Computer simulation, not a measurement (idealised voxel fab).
voxel gate over fins: a process module
Cross-sectional view cut (width: 150 nm; square cell size: 5 nm).
Think of the cross-section as a grid of square cells. We describe it in bands, top to bottom, and each band covers one or more rows of those cells. Heights first: top, then bottom, in nm. Then materials, left to right, each with a width in nm. "full width" on a single material: fills the band edge to edge. "blank": empty space. Height 0 is the level under which the wafer as received is all one material. The lowest band goes on downwards, as in "0 down". A width given as "30..40" starts at the first number in the band's top row and ends at the second number in its bottom row, shifting by an equal amount at every step from row to row. It should be understood that the words "no alteration", when stated for a given step, signify that the cross-section underwent no change in any of its cells during that step. "Closed void entries": sealed empty spaces, 8 cells or more, no open way to top, listed width x height at distance, with distance from the left edge and width, height and distance in nm. Text after the settings on a step's line: the simulator's own remark on that step. A step line may carry the setting "overlay nm", which, for steps involving a mask, states the distance by which the mask lay to the right of its intended position; negative values denote displacement to the left.

Planned process steps:
1: RECEIVE | material Si
2: CONFORMAL_DEP | material SiN | thk nm 5
3: MASKED_ETCH | tone cover | mask id FINS | width nm 15 | pitch nm 45 | etch materials SiN | depth nm 5 | overlay nm 0
4: MASKED_ETCH | tone cover | mask id FINS | width nm 15 | pitch nm 45 | etch materials Si | depth nm 30 | overlay nm 0
5: OXIDIZE | depth nm 5
6: FILL_DEP | material SiO2 | thk nm 10
7: CMP | height nm 5
8: SELECTIVE_ETCH | etch materials SiO2 | depth nm 15
9: STRIP | etch materials SiN
10: CONFORMAL_DEP | material HfO2 | thk nm 5
11: CONFORMAL_DEP | material TiN | thk nm 5
12: FILL_DEP | material W | thk nm 15
13: CMP | height nm 20
14: CONFORMAL_DEP | material SiCN | thk nm 10

Received-state cross-section, reflecting completion of step 1:
- 0 down | Si full width
- Closed void entries: none

Here's the cross-section of the first of our two wafers at the end of the module - it ran as planned:
- 30 to 20 | SiCN full width
- 20 to 10 | W full width
- 10 to 5 | W=40, TiN=25, W=20, TiN=25, W=40
- 5 to 0 | W=40, TiN=5, HfO2=15, TiN=5, W=20, TiN=5, HfO2=15, TiN=5, W=40
- 0 to -5 | TiN=45, HfO2=5, Si=5, HfO2=5, TiN=30, HfO2=5, Si=5, HfO2=5, TiN=45
- -5 to -10 | HfO2=50, Si=5, HfO2=40, Si=5, HfO2=50
- -10 to -35 | SiO2=50, Si=5, SiO2=40, Si=5, SiO2=50
- -35 down | Si full width
- Closed void entries: none

End of module, second wafer, cross-section. Started like the first, planned like the first, run with one mistake:
- 30 to 20 | SiCN full width
- 20 to 10 | W full width
- 10 to 5 | TiN=50, W=5, TiN=40, W=5, TiN=50
- 5 to 0 | HfO2=45, TiN=15, HfO2=30, TiN=15, HfO2=45
- 0 to -5 | Si=40, HfO2=25, Si=20, HfO2=25, Si=40
- -5 down | Si full width
- Closed void entries: none
Here's what went sideways: step 3 deviated from plan and actually ran as MASKED_ETCH | tone open | mask id FINS | width nm 15 | pitch nm 45 | etch materials SiN | depth nm 5 | overlay nm 0
Heads up, by the end the second wafer has more or fewer cells of some materials compared to the first: 4 fewer of HfO2; 186 more of Si; 140 fewer of SiO2; 4 fewer of TiN; 38 fewer of W
